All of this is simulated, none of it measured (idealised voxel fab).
The name of this process module is voxel gate over fins.
Cross-sectional view cut (width: 295 nm; square cell size: 5 nm).
Throughout this document, each cross-section is represented as a grid of square cells and is presented as a sequence of bands enumerated from the top downward, where a band comprises one or more rows of cells. This entry defines a band. It first specifies the height of the band's top and the height of its bottom in nm, and then specifies the band's materials from left to right, stating each material with its width in nm. The word "all across" identifies a single material that fills the band from edge to edge, while the word "empty" identifies empty space. Height 0 is the level under which the wafer as received is all one material. The lowest band goes on downwards, as in "0 and below". The width entry "30..40" should be interpreted row by row: the top row of cells in the band takes the first number, the bottom row takes the second number, and the change between adjacent rows is uniform throughout. "all unchanged" means the step left every cell of the cross-section as it was. The label "Closed void listing" introduces a list of the empty spaces, 8 cells or larger, that have no open way up to the top; each entry in it reads width x height at distance, where the distance is taken from the left edge and all three are stated in nm. It should be noted that, on the line of a given step, the content following the step's settings is a remark produced by the simulator itself with respect to that step. overlay nm, on a step with a mask: how far to the right of its planned place the mask lay; to the left if negative.
### The process steps that were planned are listed below
| 1 | RECEIVE | material Si |
| 2 | CONFORMAL_DEP | material SiN | thk nm 10 |
| 3 | DIRECTIONAL_DEP | material aC | thk nm 15 |
| 4 | PATTERN | tone cover | mask id FINS | material resist | width nm 15 | pitch nm 60 | thk nm 30 | overlay nm 0 |
| 5 | DIRECTIONAL_ETCH | etch materials aC | depth nm 15 |
| 6 | STRIP | etch materials resist |
| 7 | DIRECTIONAL_ETCH | etch materials SiN | depth nm 10 |
| 8 | DIRECTIONAL_ETCH | etch materials Si | depth nm 35 |
| 9 | STRIP | etch materials aC |
| 10 | FILL_DEP | material SiO2 | thk nm 15 |
| 11 | CMP | height nm 10 |
| 12 | DIRECTIONAL_DEP | material aC | thk nm 15 |
| 13 | PATTERN | tone open | mask id RAIL | material resist | width nm 15 | thk nm 30 | overlay nm 0 |
| 14 | DIRECTIONAL_ETCH | etch materials aC | depth nm 15 |
| 15 | STRIP | etch materials resist |
| 16 | DIRECTIONAL_ETCH | etch materials SiO2 | depth nm 40 |
| 17 | STRIP | etch materials aC |
| 18 | CONFORMAL_DEP | material TiN | thk nm 5 |
| 19 | FILL_DEP | material W | thk nm 10 |
| 20 | CMP | height nm 10 |
| 21 | SELECTIVE_ETCH | etch materials W Ru TiN | depth nm 25 |
| 22 | FILL_DEP | material SiO2 | thk nm 5 |
| 23 | CMP | height nm 10 |
| 24 | SELECTIVE_ETCH | etch materials SiO2 | depth nm 20 |
| 25 | STRIP | etch materials SiN |
| 26 | CONFORMAL_DEP | material HfO2 | thk nm 5 |
| 27 | CONFORMAL_DEP | material TiN | thk nm 5 |
| 28 | CONFORMAL_DEP | material TiAl | thk nm 5 |
| 29 | CONFORMAL_DEP | material TiN | thk nm 5 |
| 30 | FILL_DEP | material W | thk nm 10 |
| 31 | CMP | height nm 25 |
| 32 | CONFORMAL_DEP | material SiCN | thk nm 5 |
varied across the wafers: width nm of step 13. The plan shows the first wafer's value. All wafers start alike
### As received, i.e. after step 1: cross-section through the first of several wafers
    0 and below = Si all across
    Closed void listing: none
### Once step 32, the last step, is complete, the module is at its end; this is the cross-section of the first of several wafers
    30 down to 25 = SiCN all across
    25 down to 20 = W all across
    20 down to 15 = 90 W  55 TiN  5 W  55 TiN  90 W
    15 down to 10 = 90 W  5 TiN  45 TiAl  5 TiN  5 W  5 TiN  45 TiAl  5 TiN  90 W
    10 down to 5 = 95 TiN  5 TiAl  35 TiN  5 TiAl  15 TiN  5 TiAl  35 TiN  5 TiAl  95 TiN
    5 down to 0 = 100 TiAl  5 TiN  25 HfO2  5 TiN  25 TiAl  5 TiN  25 HfO2  5 TiN  100 TiAl
    0 down to -5 = 105 TiN  5 HfO2  15 Si  5 HfO2  35 TiN  5 HfO2  15 Si  5 HfO2  105 TiN
    -5 down to -10 = 110 HfO2  15 Si  45 HfO2  15 Si  110 HfO2
    -10 down to -15 = 110 SiO2  15 Si  45 SiO2  15 Si  110 SiO2
    -15 down to -25 = 110 SiO2  15 Si  15 SiO2  5 TiN  5 W  5 TiN  15 SiO2  15 Si  110 SiO2
    -25 down to -30 = 110 SiO2  15 Si  15 SiO2  15 TiN  15 SiO2  15 Si  110 SiO2
    -30 down to -35 = 110 SiO2  15 Si  45 SiO2  15 Si  110 SiO2
    -35 and below = Si all across
    Closed void listing: none
### At the end of the module, the last of several wafers in cross-section
    30 down to 25 = SiCN all across
    25 down to 20 = W all across
    20 down to 15 = 90 W  55 TiN  5 W  55 TiN  90 W
    15 down to 10 = 90 W  5 TiN  45 TiAl  5 TiN  5 W  5 TiN  45 TiAl  5 TiN  90 W
    10 down to 5 = 95 TiN  5 TiAl  35 TiN  5 TiAl  15 TiN  5 TiAl  35 TiN  5 TiAl  95 TiN
    5 down to 0 = 100 TiAl  5 TiN  25 HfO2  5 TiN  25 TiAl  5 TiN  25 HfO2  5 TiN  100 TiAl
    0 down to -5 = 105 TiN  5 HfO2  15 Si  5 HfO2  35 TiN  5 HfO2  15 Si  5 HfO2  105 TiN
    -5 down to -10 = 110 HfO2  15 Si  45 HfO2  15 Si  110 HfO2
    -10 down to -15 = 110 SiO2  15 Si  45 SiO2  15 Si  110 SiO2
    -15 down to -25 = 110 SiO2  15 Si  10 SiO2  5 TiN  20 W  5 TiN  5 SiO2  15 Si  110 SiO2
    -25 down to -30 = 110 SiO2  15 Si  10 SiO2  30 TiN  5 SiO2  15 Si  110 SiO2
    -30 down to -35 = 110 SiO2  15 Si  45 SiO2  15 Si  110 SiO2
    -35 and below = Si all across
    Closed void listing: none
### Take any row and you have a wafer at the end of the module: how many cells of each material it has gained (+) or lost (-) since it was received, and then its closed voids
width nm 15 | +67 HfO2 | -371 Si | +59 SiCN | +256 SiO2 | +67 TiAl | +141 TiN | +135 W | Closed void listing: none
width nm 20 | +67 HfO2 | -371 Si | +59 SiCN | +253 SiO2 | +67 TiAl | +142 TiN | +137 W | Closed void listing: none
width nm 25 | +67 HfO2 | -371 Si | +59 SiCN | +250 SiO2 | +67 TiAl | +143 TiN | +139 W | Closed void listing: none
width nm 30 | +67 HfO2 | -371 Si | +59 SiCN | +247 SiO2 | +67 TiAl | +144 TiN | +141 W | Closed void listing: none
